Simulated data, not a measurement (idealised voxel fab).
Herein follows the process module entitled voxel air gaps.
We display cut, a cross-section 230 nm in width whose square cells are each 5 nm.
Bands, listed from the top down, are how a cross-section gets written in this document; the cross-section itself is a grid of square cells, and a band is one or more rows of them. This entry defines a band. It first specifies the height of the band's top and the height of its bottom in nm, and then specifies the band's materials from left to right, stating each material with its width in nm. The word "edge to edge" identifies a single material that fills the band from edge to edge, while the word "empty" identifies empty space. Heads up on the height convention: 0 is the point under which the incoming wafer is all one material, and the lowest band has no bottom, it just keeps going down, like "from 0 down". The notation "30 to 40" denotes a width that varies across the rows of cells in the band, beginning at the first number in the top row, finishing at the second number in the bottom row, and changing by an identical amount from each row to the next. It should be understood that the words "nothing got changed", when stated for a given step, signify that the cross-section underwent no change in any of its cells during that step. "Closed cavities" enumerates empty spaces isolated from the top, with no open way to it, that contain at least 8 cells, giving each as width x height at distance from the left edge, all three in nm. Step line, after settings: the simulator's comment on this step. The optional step-line setting "overlay nm" applies to steps with a mask and quantifies how far to the right of its planned location the mask lay, a negative value indicating leftward placement.

-- Steps in the process plan
1: RECEIVE (material Si)
2: CONFORMAL_DEP (material SiO2; thk nm 10)
3: CONFORMAL_DEP (material SiCN; thk nm 5)
4: DIRECTIONAL_DEP (material SiO2; thk nm 35)
5: PATTERN (tone open; mask id LINES; material resist; width nm 15; pitch nm 40; thk nm 20; overlay nm 0)
6: DIRECTIONAL_ETCH (etch materials SiO2; depth nm 35)
7: STRIP (etch materials resist)
8: CONFORMAL_DEP (material TiN; thk nm 5)
9: FILL_DEP (material W; thk nm 5)
10: CMP (height nm 50)
11: EPI (material Ru; thk nm 10)
12: SELECTIVE_ETCH (etch materials SiO2; depth nm 45)
13: CONFORMAL_DEP (material SiCN; thk nm 5)

-- as received, after step 1
    from 0 down  Si edge to edge
    Closed cavities: none

-- Cross-section, end of module. Start: as above. Plan: as above. Execution: one mistake
    from 65 to 60  empty 45 nm | SiCN 135 nm | empty 50 nm
    from 60 to 50  empty 45 nm | SiCN 5 nm | Ru 125 nm | SiCN 5 nm | empty 50 nm
    from 50 to 45  empty 45 nm | SiCN 15 nm | TiN 5 nm | W 15 nm | TiN 5 nm | SiO2 15 nm | TiN 5 nm | W 15 nm | TiN 5 nm | SiO2 15 nm | TiN 5 nm | W 15 nm | TiN 5 nm | SiCN 15 nm | empty 50 nm
    from 45 to 20  empty 55 nm | SiCN 5 nm | TiN 5 nm | W 15 nm | TiN 5 nm | SiO2 15 nm | TiN 5 nm | W 15 nm | TiN 5 nm | SiO2 15 nm | TiN 5 nm | W 15 nm | TiN 5 nm | SiCN 5 nm | empty 60 nm
    from 20 to 15  SiCN 60 nm | TiN 25 nm | SiO2 15 nm | TiN 25 nm | SiO2 15 nm | TiN 25 nm | SiCN 65 nm
    from 15 to 10  SiCN edge to edge
    from 10 to 0  SiO2 edge to edge
    from 0 down  Si edge to edge
    Closed cavities: none
The mistake made against the process plan was this: step 5, actual vs plan mismatch, actual run PATTERN (tone open; mask id LINES; material resist; width nm 25; pitch nm 40; thk nm 20; overlay nm 0)
